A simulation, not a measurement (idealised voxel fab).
The following is a process module called voxel wiring stack.
FYI the section here is cut, 225 nm wide, cells are 5 nm squares.
Each cross-section below is a grid of square cells, stated as bands in top-down order, with one or more rows of cells making up each band.
Each band's line starts with the height of the band's top and of its bottom, in nm. Then come its materials from left to right, each with its width in nm. One material with "full width" fills the band from edge to edge. "blank" is empty space.
Heights are expressed relative to 0, this being the level below which the as-received wafer comprises one material exclusively. The lowest band is unbounded in the downward direction and is denoted as in "z 0 and below".
Note: "30->40" means the width goes from the first number (top row of the band) to the second number (bottom row) in equal steps per row of cells.
A step reported as "nothing changed" is a step in which no cell of the cross-section changed.
This entry, "Sealed void inventory", enumerates those empty regions of no fewer than 8 cells that possess no open connection to the top. Each region is reported in the form width x height at distance, the distance being taken from the left edge, with all three quantities expressed in nm.
Where a step's line continues beyond its settings, the continuation is a remark by the simulator itself on that step.
overlay nm, on a step with a mask: how far to the right of its planned place the mask lay; to the left if negative
[Listed below are the process steps as planned]
step 1: RECEIVE [material Si]
step 2: CONFORMAL_DEP [material SiO2] [thk nm 10]
step 3: CONFORMAL_DEP [material SiCN] [thk nm 5]
step 4: DIRECTIONAL_DEP [material SiO2] [thk nm 15]
step 5: DIRECTIONAL_DEP [material aC] [thk nm 15]
step 6: PATTERN [tone open] [mask id METAL_1] [material resist] [width nm 25] [pitch nm 50] [thk nm 30] [overlay nm 0]
step 7: DIRECTIONAL_ETCH [etch materials aC] [depth nm 15]
step 8: STRIP [etch materials resist]
step 9: DIRECTIONAL_ETCH [etch materials SiO2] [depth nm 15]
step 10: DIRECTIONAL_ETCH [etch materials SiCN] [depth nm 5]
step 11: STRIP [etch materials aC]
step 12: CONFORMAL_DEP [material TiN] [thk nm 5]
step 13: FILL_DEP [material Cu] [thk nm 10]
step 14: CMP [height nm 30]
step 15: CONFORMAL_DEP [material SiCN] [thk nm 5]
step 16: DIRECTIONAL_DEP [material lowk] [thk nm 15]
step 17: MASKED_ETCH [tone open] [mask id PLUG_1] [width nm 15] [pitch nm 50] [etch materials lowk] [depth nm 15] [overlay nm 0]
step 18: MASKED_ETCH [tone open] [mask id PLUG_1] [width nm 15] [pitch nm 50] [etch materials SiCN] [depth nm 5] [overlay nm 0]
step 19: CONFORMAL_DEP [material TiN] [thk nm 5]
step 20: FILL_DEP [material Ru] [thk nm 10]
step 21: CMP [height nm 50]
step 22: DIRECTIONAL_DEP [material TiN] [thk nm 5]
step 23: DIRECTIONAL_DEP [material W] [thk nm 15]
step 24: PATTERN [tone cover] [mask id METAL_2] [material resist] [width nm 25] [pitch nm 50] [thk nm 20] [overlay nm 0]
step 25: DIRECTIONAL_ETCH [etch materials W] [depth nm 15]
step 26: DIRECTIONAL_ETCH [etch materials TiN] [depth nm 5]
step 27: STRIP [etch materials resist]
step 28: CONFORMAL_DEP [material SiN] [thk nm 5]
step 29: FILL_DEP [material lowk] [thk nm 5]
step 30: CMP [height nm 70]
step 31: CONFORMAL_DEP [material SiCN] [thk nm 5]
[So, the first of our two wafers, run just as we planned it]
[Step 1 complete: cross-section of the wafer as received]
z 0 and below | Si full width
Sealed void inventory: none
[Cross-section of the wafer subsequent to step 2]
z 10 to 0 | SiO2 full width
Everything under 0 stays put, no change at all.
[Cross-section of the wafer subsequent to step 3]
z 15 to 10 | SiCN full width
Everything under 10 stays put, no change at all.
[Cross-section of the wafer subsequent to step 4]
z 30 to 15 | SiO2 full width
Everything under 15 stays put, no change at all.
[Cross-section of the wafer subsequent to step 5]
z 45 to 30 | aC full width
Everything under 30 stays put, no change at all.
[Cross-section of the wafer subsequent to step 6]
z 75 to 45 | resist=75 / blank=25 / resist=25 / blank=25 / resist=75
Everything under 45 stays put, no change at all.
[Cross-section of the wafer subsequent to step 7]
z 60 to 45 | resist=75 / blank=25 / resist=25 / blank=25 / resist=75
z 45 to 30 | aC=75 / blank=25 / aC=25 / blank=25 / aC=75
Everything under 30 stays put, no change at all.
[Cross-section of the wafer subsequent to step 8]
z 45 to 30 | aC=75 / blank=25 / aC=25 / blank=25 / aC=75
Everything under 30 stays put, no change at all.
[Cross-section of the wafer subsequent to step 9]
z 45 to 30 | aC=75 / blank=25 / aC=25 / blank=25 / aC=75
z 30 to 15 | SiO2=75 / blank=25 / SiO2=25 / blank=25 / SiO2=75
Everything under 15 stays put, no change at all.
[Cross-section of the wafer subsequent to step 10]
z 45 to 30 | aC=75 / blank=25 / aC=25 / blank=25 / aC=75
z 30 to 15 | SiO2=75 / blank=25 / SiO2=25 / blank=25 / SiO2=75
z 15 to 10 | SiCN=75 / blank=25 / SiCN=25 / blank=25 / SiCN=75
Everything under 10 stays put, no change at all.
[Cross-section of the wafer subsequent to step 11]
z 30 to 15 | SiO2=75 / blank=25 / SiO2=25 / blank=25 / SiO2=75
Everything under 15 stays put, no change at all.
[Cross-section of the wafer subsequent to step 12]
z 35 to 30 | TiN=80 / blank=15 / TiN=35 / blank=15 / TiN=80
z 30 to 15 | SiO2=75 / TiN=5 / blank=15 / TiN=5 / SiO2=25 / TiN=5 / blank=15 / TiN=5 / SiO2=75
z 15 to 10 | SiCN=75 / TiN=25 / SiCN=25 / TiN=25 / SiCN=75
Everything under 10 stays put, no change at all.
[Cross-section of the wafer subsequent to step 13]
z 45 to 35 | Cu full width
z 35 to 30 | TiN=80 / Cu=15 / TiN=35 / Cu=15 / TiN=80
z 30 to 15 | SiO2=75 / TiN=5 / Cu=15 / TiN=5 / SiO2=25 / TiN=5 / Cu=15 / TiN=5 / SiO2=75
Everything under 15 stays put, no change at all.
[Cross-section of the wafer subsequent to step 14]
z 30 to 15 | SiO2=75 / TiN=5 / Cu=15 / TiN=5 / SiO2=25 / TiN=5 / Cu=15 / TiN=5 / SiO2=75
Everything under 15 stays put, no change at all.
[Cross-section of the wafer subsequent to step 15]
z 35 to 30 | SiCN full width
Everything under 30 stays put, no change at all.
[Cross-section of the wafer subsequent to step 16]
z 50 to 35 | lowk full width
Everything under 35 stays put, no change at all.
[Cross-section of the wafer subsequent to step 17]
z 50 to 35 | lowk=75 / blank=15 / lowk=35 / blank=15 / lowk=85
Everything under 35 stays put, no change at all.
[Cross-section of the wafer subsequent to step 18]
z 50 to 35 | lowk=75 / blank=15 / lowk=35 / blank=15 / lowk=85
z 35 to 30 | SiCN=75 / blank=15 / SiCN=35 / blank=15 / SiCN=85
Everything under 30 stays put, no change at all.
[Cross-section of the wafer subsequent to step 19]
z 55 to 50 | TiN=80 / blank=5 / TiN=45 / blank=5 / TiN=90
z 50 to 35 | lowk=75 / TiN=5 / blank=5 / TiN=5 / lowk=35 / TiN=5 / blank=5 / TiN=5 / lowk=85
z 35 to 30 | SiCN=75 / TiN=15 / SiCN=35 / TiN=15 / SiCN=85
Everything under 30 stays put, no change at all.
[Cross-section of the wafer subsequent to step 20]
z 65 to 55 | Ru full width
z 55 to 50 | TiN=80 / Ru=5 / TiN=45 / Ru=5 / TiN=90
z 50 to 35 | lowk=75 / TiN=5 / Ru=5 / TiN=5 / lowk=35 / TiN=5 / Ru=5 / TiN=5 / lowk=85
Everything under 35 stays put, no change at all.
[Cross-section of the wafer subsequent to step 21]
z 50 to 35 | lowk=75 / TiN=5 / Ru=5 / TiN=5 / lowk=35 / TiN=5 / Ru=5 / TiN=5 / lowk=85
Everything under 35 stays put, no change at all.
[Cross-section of the wafer subsequent to step 22]
z 55 to 50 | TiN full width
Everything under 50 stays put, no change at all.
[Cross-section of the wafer subsequent to step 23]
z 70 to 55 | W full width
Everything under 55 stays put, no change at all.
[Cross-section of the wafer subsequent to step 24]
z 90 to 70 | blank=75 / resist=25 / blank=25 / resist=25 / blank=75
Everything under 70 stays put, no change at all.
[Cross-section of the wafer subsequent to step 25]
z 90 to 70 | blank=75 / resist=25 / blank=25 / resist=25 / blank=75
z 70 to 55 | blank=75 / W=25 / blank=25 / W=25 / blank=75
Everything under 55 stays put, no change at all.
[Cross-section of the wafer subsequent to step 26]
z 90 to 70 | blank=75 / resist=25 / blank=25 / resist=25 / blank=75
z 70 to 55 | blank=75 / W=25 / blank=25 / W=25 / blank=75
z 55 to 50 | blank=75 / TiN=25 / blank=25 / TiN=25 / blank=75
Everything under 50 stays put, no change at all.
[Cross-section of the wafer subsequent to step 27]
z 70 to 55 | blank=75 / W=25 / blank=25 / W=25 / blank=75
Everything under 55 stays put, no change at all.
[Cross-section of the wafer subsequent to step 28]
z 75 to 70 | blank=70 / SiN=35 / blank=15 / SiN=35 / blank=70
z 70 to 55 | blank=70 / SiN=5 / W=25 / SiN=5 / blank=15 / SiN=5 / W=25 / SiN=5 / blank=70
z 55 to 50 | SiN=75 / TiN=25 / SiN=25 / TiN=25 / SiN=75
Everything under 50 stays put, no change at all.
[Cross-section of the wafer subsequent to step 29]
z 80 to 75 | lowk full width
z 75 to 70 | lowk=70 / SiN=35 / lowk=15 / SiN=35 / lowk=70
z 70 to 55 | lowk=70 / SiN=5 / W=25 / SiN=5 / lowk=15 / SiN=5 / W=25 / SiN=5 / lowk=70
Everything under 55 stays put, no change at all.
[Cross-section of the wafer subsequent to step 30]
z 70 to 55 | lowk=70 / SiN=5 / W=25 / SiN=5 / lowk=15 / SiN=5 / W=25 / SiN=5 / lowk=70
Everything under 55 stays put, no change at all.
[Cross-section of the wafer subsequent to step 31]
z 75 to 70 | SiCN full width
Everything under 70 stays put, no change at all.
[Wafer two: like wafer one in start and plan, but with one mistake in execution; identical up to and including step 23]
[Cross-sectional representation of the second wafer at the time designated in the plan for the completion of step 24]
z 90 to 70 | blank=85 / resist=25 / blank=25 / resist=25 / blank=65
Everything under 70 stays put, no change at all.
[Cross-sectional representation of the second wafer at the time designated in the plan for the completion of step 25]
z 90 to 70 | blank=85 / resist=25 / blank=25 / resist=25 / blank=65
z 70 to 55 | blank=85 / W=25 / blank=25 / W=25 / blank=65
Everything under 55 stays put, no change at all.
[Cross-sectional representation of the second wafer at the time designated in the plan for the completion of step 26]
z 90 to 70 | blank=85 / resist=25 / blank=25 / resist=25 / blank=65
z 70 to 55 | blank=85 / W=25 / blank=25 / W=25 / blank=65
z 55 to 50 | blank=85 / TiN=25 / blank=25 / TiN=25 / blank=65
Everything under 50 stays put, no change at all.
[Cross-sectional representation of the second wafer at the time designated in the plan for the completion of step 27]
z 70 to 55 | blank=85 / W=25 / blank=25 / W=25 / blank=65
Everything under 55 stays put, no change at all.
[Cross-sectional representation of the second wafer at the time designated in the plan for the completion of step 28]
z 75 to 70 | blank=80 / SiN=35 / blank=15 / SiN=35 / blank=60
z 70 to 55 | blank=80 / SiN=5 / W=25 / SiN=5 / blank=15 / SiN=5 / W=25 / SiN=5 / blank=60
z 55 to 50 | SiN=85 / TiN=25 / SiN=25 / TiN=25 / SiN=65
Everything under 50 stays put, no change at all.
[Cross-sectional representation of the second wafer at the time designated in the plan for the completion of step 29]
z 80 to 75 | lowk full width
z 75 to 70 | lowk=80 / SiN=35 / lowk=15 / SiN=35 / lowk=60
z 70 to 55 | lowk=80 / SiN=5 / W=25 / SiN=5 / lowk=15 / SiN=5 / W=25 / SiN=5 / lowk=60
Everything under 55 stays put, no change at all.
[Cross-sectional representation of the second wafer at the time designated in the plan for the completion of step 30]
z 70 to 55 | lowk=80 / SiN=5 / W=25 / SiN=5 / lowk=15 / SiN=5 / W=25 / SiN=5 / lowk=60
Everything under 55 stays put, no change at all.
[Cross-sectional representation of the second wafer at the time designated in the plan for the completion of step 31]
z 75 to 70 | SiCN full width
Everything under 70 stays put, no change at all.
The mistake made against the process plan was this: step 24 ran with different settings than intended, the actual operation and settings being PATTERN [tone cover] [mask id METAL_2] [material resist] [width nm 25] [pitch nm 50] [thk nm 20] [overlay nm 10]
At the end, each material covers as many cells on the second wafer as it does on the first, though the cells it covers are elsewhere.
